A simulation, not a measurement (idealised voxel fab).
process module | voxel self aligned vias
Cross-section cut spans 250 nm and uses square cells 5 nm in size.
In this document a cross-section is written as a grid of square cells. It is given as a series of bands, listed from the top down, and a band is one or more rows of cells.
Basically the band line says how high the top is and how high the bottom is, in nm, and then what's in it from left to right, every material with its width in nm. Empty space shows up as "air", and if a single material carries "all across" it runs the full band edge to edge.
Heights from 0 (as-received wafer is one material below). Bottom band endless downward, as "0 nm and below".
It should be noted that a width expressed as "30 to 40" varies in equal increments from row to row of cells within the band, taking the value of the first number at the top row and that of the second number at the bottom row.
Where a step carries "nothing altered", the cross-section came out of it unchanged, cell for cell.
Any empty space of 8 cells or more lacking an open way to the top shows up in "Enclosed void catalog" as width x height at distance, distance from the left edge, in nm.
Post-settings text on a step line: simulator's own remark regarding the step.
You can add "overlay nm" to a step's line. For a step with a mask, it describes how far the mask lay to the right of its planned position, and a negative number describes a lay to the left.
# The steps planned for the process are as follows
1) RECEIVE | material Si
2) CONFORMAL_DEP | material SiO2 | thk nm 15
3) CONFORMAL_DEP | material SiCN | thk nm 5
4) DIRECTIONAL_DEP | material lowk | thk nm 25
5) MASKED_ETCH | tone open | mask id LINES | width nm 25 | pitch nm 60 | etch materials lowk | depth nm 25 | overlay nm 0
6) CONFORMAL_DEP | material TiN | thk nm 5
7) FILL_DEP | material Ru | thk nm 5
8) CMP | height nm 45
9) SELECTIVE_ETCH | etch materials W Ru TiN | depth nm 10
10) FILL_DEP | material SiN | thk nm 5
11) CMP | height nm 45
12) DIRECTIONAL_DEP | material lowk | thk nm 20
13) PATTERN | tone open | mask id VIAS | material resist | width nm 45 | thk nm 20 | overlay nm 0
14) DIRECTIONAL_ETCH | etch materials lowk | depth nm 20
15) DIRECTIONAL_ETCH | etch materials SiN | depth nm 10
16) STRIP | etch materials resist
17) CONFORMAL_DEP | material TiN | thk nm 5
18) FILL_DEP | material Ru | thk nm 5
19) CMP | height nm 65
20) CONFORMAL_DEP | material SiCN | thk nm 5
# Delivered wafer in cross-section: state after step 1
0 nm and below | Si all across
Enclosed void catalog: none
# Final wafer profile in cross-section after the module, from the same start and plan as above, with one mistake made during processing
70 nm to 65 nm | SiCN all across
65 nm to 50 nm | 70 nm lowk  5 nm TiN  35 nm Ru  5 nm TiN  135 nm lowk
50 nm to 45 nm | 70 nm lowk  15 nm TiN  15 nm Ru  15 nm TiN  135 nm lowk
45 nm to 40 nm | 80 nm lowk  5 nm TiN  15 nm Ru  5 nm TiN  35 nm lowk  25 nm SiN  85 nm lowk
40 nm to 35 nm | 80 nm lowk  25 nm TiN  35 nm lowk  25 nm SiN  85 nm lowk
35 nm to 25 nm | 80 nm lowk  5 nm SiN  15 nm Ru  5 nm SiN  35 nm lowk  5 nm SiN  15 nm Ru  5 nm SiN  85 nm lowk
25 nm to 20 nm | 80 nm lowk  25 nm SiN  35 nm lowk  25 nm SiN  85 nm lowk
20 nm to 15 nm | SiCN all across
15 nm to 0 nm | SiO2 all across
0 nm and below | Si all across
Enclosed void catalog: none
What was the processing mistake? step 6 deviated from plan and actually ran as CONFORMAL_DEP | material SiN | thk nm 5
